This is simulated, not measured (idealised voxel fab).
process module | voxel capacitor over wiring
cross-section cut | 160 nm wide | cells 5 nm
A cross-section is a grid of square cells, given in bands from the top down. A band is one or more rows of cells.
Each band's line starts with the height of the band's top and of its bottom, in nm. Then come its materials from left to right, each with its width in nm. One material with "throughout" fills the band from edge to edge. "air" is empty space.
Height 0 is the level under which the wafer as received is all one material. The lowest band goes on downwards, as in "0 down".
A width such as "30 to 40" changes by the same amount from each row of cells to the next, from the band's top row to its bottom row.
"no change" after a step means that no cell of the cross-section changed.
closed voids: empty space of 8 cells or more with no open way to the top, each as width x height at its distance from the left edge, in nm
after a step's settings: what the simulator itself notes on the step
overlay nm, on a step with a mask: how far to the right of its planned place the mask lay; to the left if negative
plan
1 op RECEIVE | material Si
2 op CONFORMAL_DEP | material SiO2 | thk nm 10
3 op DIRECTIONAL_DEP | material TiN | thk nm 5
4 op DIRECTIONAL_DEP | material Ru | thk nm 20
5 op PATTERN | tone cover | mask id METAL_1 | material resist | width nm 25 | pitch nm 75 | thk nm 15 | overlay nm 0
6 op DIRECTIONAL_ETCH | etch materials Ru | depth nm 20
7 op DIRECTIONAL_ETCH | etch materials TiN | depth nm 5
8 op STRIP | etch materials resist
9 op CONFORMAL_DEP | material SiCN | thk nm 5
10 op FILL_DEP | material lowk | thk nm 10
11 op CMP | height nm 35
12 op CONFORMAL_DEP | material SiCN | thk nm 5
13 op DIRECTIONAL_DEP | material lowk | thk nm 10
14 op PATTERN | tone open | mask id PLUG_1 | material resist | width nm 15 | thk nm 15 | overlay nm 0
15 op DIRECTIONAL_ETCH | etch materials lowk | depth nm 10
16 op DIRECTIONAL_ETCH | etch materials SiCN | depth nm 5
17 op STRIP | etch materials resist
18 op CONFORMAL_DEP | material TiN | thk nm 5
19 op FILL_DEP | material Cu | thk nm 5
20 op CMP | height nm 50
21 op DIRECTIONAL_DEP | material TiN | thk nm 5
22 op DIRECTIONAL_DEP | material Al2O3 | thk nm 5
23 op DIRECTIONAL_DEP | material TiN | thk nm 10
24 op MASKED_ETCH | tone cover | mask id UPPER_PLATE | width nm 55 | etch materials TiN | depth nm 10 | overlay nm 0
25 op MASKED_ETCH | tone cover | mask id UPPER_PLATE | width nm 55 | etch materials Al2O3 | depth nm 5 | overlay nm 0
26 op MASKED_ETCH | tone cover | mask id LOWER_PLATE | width nm 65 | etch materials TiN | depth nm 5 | overlay nm 0
27 op FILL_DEP | material SiO2 | thk nm 15
28 op CMP | height nm 80
29 op DIRECTIONAL_DEP | material aC | thk nm 15
30 op PATTERN | tone open | mask id PLUG_2 | material resist | width nm 15 | thk nm 35 | overlay nm 0
31 op DIRECTIONAL_ETCH | etch materials aC | depth nm 15
32 op STRIP | etch materials resist
33 op DIRECTIONAL_ETCH | etch materials SiO2 | depth nm 10
34 op STRIP | etch materials aC
35 op CONFORMAL_DEP | material TiN | thk nm 5
36 op FILL_DEP | material Cu | thk nm 10
37 op CMP | height nm 80
38 op CONFORMAL_DEP | material SiCN | thk nm 5
as received, after step 1
  0 down: Si throughout
  closed voids: none
first wafer at the end, as planned
  85 to 80: SiCN throughout
  80 to 75: SiO2 50 | TiN 5 | Cu 5 | TiN 5 | SiO2 95
  75 to 70: SiO2 50 | TiN 15 | SiO2 95
  70 to 60: SiO2 40 | TiN 55 | SiO2 65
  60 to 55: SiO2 40 | Al2O3 55 | SiO2 65
  55 to 50: SiO2 35 | TiN 65 | SiO2 60
  50 to 40: lowk 40 | TiN 5 | Cu 5 | TiN 5 | lowk 105
  40 to 35: SiCN 40 | TiN 15 | SiCN 105
  35 to 15: lowk 25 | SiCN 5 | Ru 25 | SiCN 5 | lowk 40 | SiCN 5 | Ru 25 | SiCN 5 | lowk 25
  15 to 10: SiCN 30 | TiN 25 | SiCN 50 | TiN 25 | SiCN 30
  10 to 0: SiO2 throughout
  0 down: Si throughout
  closed voids: none
second wafer at the end: like start, like plan, one mistake
  85 to 80: SiCN throughout
  80 to 75: SiO2 50 | TiN 5 | Cu 5 | TiN 5 | SiO2 95
  75 to 70: SiO2 50 | TiN 15 | SiO2 95
  70 to 60: SiO2 40 | TiN 55 | SiO2 65
  60 to 55: SiO2 40 | Al2O3 55 | SiO2 65
  55 to 50: SiO2 35 | TiN 65 | SiO2 60
  50 to 40: lowk 40 | TiN 5 | Cu 5 | TiN 5 | lowk 105
  40 to 35: SiCN 40 | TiN 15 | SiCN 105
  35 to 20: lowk 25 | SiCN 5 | Ru 25 | SiCN 5 | lowk 40 | SiCN 5 | Ru 25 | SiCN 5 | lowk 25
  20 to 15: SiCN 30 | Ru 25 | SiCN 50 | Ru 25 | SiCN 30
  15 to 5: SiO2 throughout
  5 to 0: TiN throughout
  0 down: Si throughout
  closed voids: none
what went wrong: steps 2 and 3 were swapped
at the end the second wafer has, in cells: 4 fewer of SiCN | 22 more of TiN | 18 fewer of lowk
